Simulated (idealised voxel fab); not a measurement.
The following process module bears the name voxel gate over fins.
The cross-section on display is named cut; it measures 240 nm wide, and its cells are 5 nm squares.
For the purposes of this document, a cross-section shall be understood as a grid of square cells, specified as bands listed in top-to-bottom order, each band consisting of one or more rows of cells.
Heads up on the band format: heights come first, top then bottom, in nm. After that it's the materials left to right, each with its width in nm. A single material flagged "full width" fills the whole band edge to edge, and "empty" means there's empty space there.
For the purposes of this specification, 0 denotes the height below which the wafer in its as-received condition is composed wholly of one material, and the lowermost band, lacking a lower limit, extends downward without end, as expressed in "0 -> down".
Per-row width for "30 to 40": begins at first number (top row of band), ends at second number (bottom row), increment between rows held constant.
When a step is marked "left unchanged", none of the cells in the cross-section changed during that step.
Closed empty spaces (no open way to the top) of 8 cells or more are what "Closed cavity list" lists, each as width x height at distance from the left edge, nm for all three.
Past the settings on a step's line: simulator remark, on that step.
overlay nm: how far to the right of its planned place the mask lay on this masked step (negative: to the left).
Below is the list of planned process steps:
1: RECEIVE, material Si
2: CONFORMAL_DEP, material SiN, thk nm 5
3: PATTERN, tone cover, mask id FINS, material resist, width nm 15, pitch nm 55, thk nm 20, overlay nm 0
4: DIRECTIONAL_ETCH, etch materials SiN, depth nm 5
5: DIRECTIONAL_ETCH, etch materials Si, depth nm 35
6: STRIP, etch materials resist
7: OXIDIZE, depth nm 5
8: FILL_DEP, material SiO2, thk nm 15
9: CMP, height nm 5
10: MASKED_ETCH, tone open, mask id RAIL, width nm 15, etch materials SiO2, depth nm 35, overlay nm 0
11: CONFORMAL_DEP, material TiN, thk nm 5
12: FILL_DEP, material Ru, thk nm 10
13: CMP, height nm 5
14: SELECTIVE_ETCH, etch materials W Ru TiN, depth nm 25
15: FILL_DEP, material SiO2, thk nm 5
16: CMP, height nm 5
17: SELECTIVE_ETCH, etch materials SiO2, depth nm 15
18: STRIP, etch materials SiN
19: CONFORMAL_DEP, material HfO2, thk nm 5
20: CONFORMAL_DEP, material TiN, thk nm 5
21: CONFORMAL_DEP, material TiAl, thk nm 5
22: CONFORMAL_DEP, material TiN, thk nm 5
23: FILL_DEP, material W, thk nm 10
24: CMP, height nm 25
25: CONFORMAL_DEP, material SiCN, thk nm 10
Cross-sectional view of the wafer in its as-received condition, corresponding to the state after step 1:
- 0 -> down = Si full width
- Closed cavity list: none
Wafer cross-section at end of module: start and plan as shown above, one execution error:
- 35 -> 20 = W full width
- 20 -> 15 = W 70  TiN 45  W 10  TiN 45  W 70
- 15 -> 10 = W 70  TiN 5  TiAl 35  TiN 5  W 10  TiN 5  TiAl 35  TiN 5  W 70
- 10 -> 5 = TiN 75  TiAl 5  TiN 25  TiAl 5  TiN 20  TiAl 5  TiN 25  TiAl 5  TiN 75
- 5 -> 0 = TiAl 80  TiN 5  HfO2 15  TiN 5  TiAl 30  TiN 5  HfO2 15  TiN 5  TiAl 80
- 0 -> -5 = TiN 85  HfO2 5  Si 5  HfO2 5  TiN 40  HfO2 5  Si 5  HfO2 5  TiN 85
- -5 -> -10 = HfO2 90  Si 5  HfO2 50  Si 5  HfO2 90
- -10 -> -20 = SiO2 90  Si 5  SiO2 50  Si 5  SiO2 90
- -20 -> -25 = SiO2 90  Si 5  SiO2 15  TiN 5  Ru 5  TiN 5  SiO2 20  Si 5  SiO2 90
- -25 -> -30 = SiO2 90  Si 5  SiO2 15  TiN 15  SiO2 20  Si 5  SiO2 90
- -30 -> -40 = SiO2 90  Si 5  SiO2 50  Si 5  SiO2 90
- -40 -> down = Si full width
- Closed cavity list: none
Want to know what went wrong? rather than as planned, step 25 actually ran as CONFORMAL_DEP, material W, thk nm 10
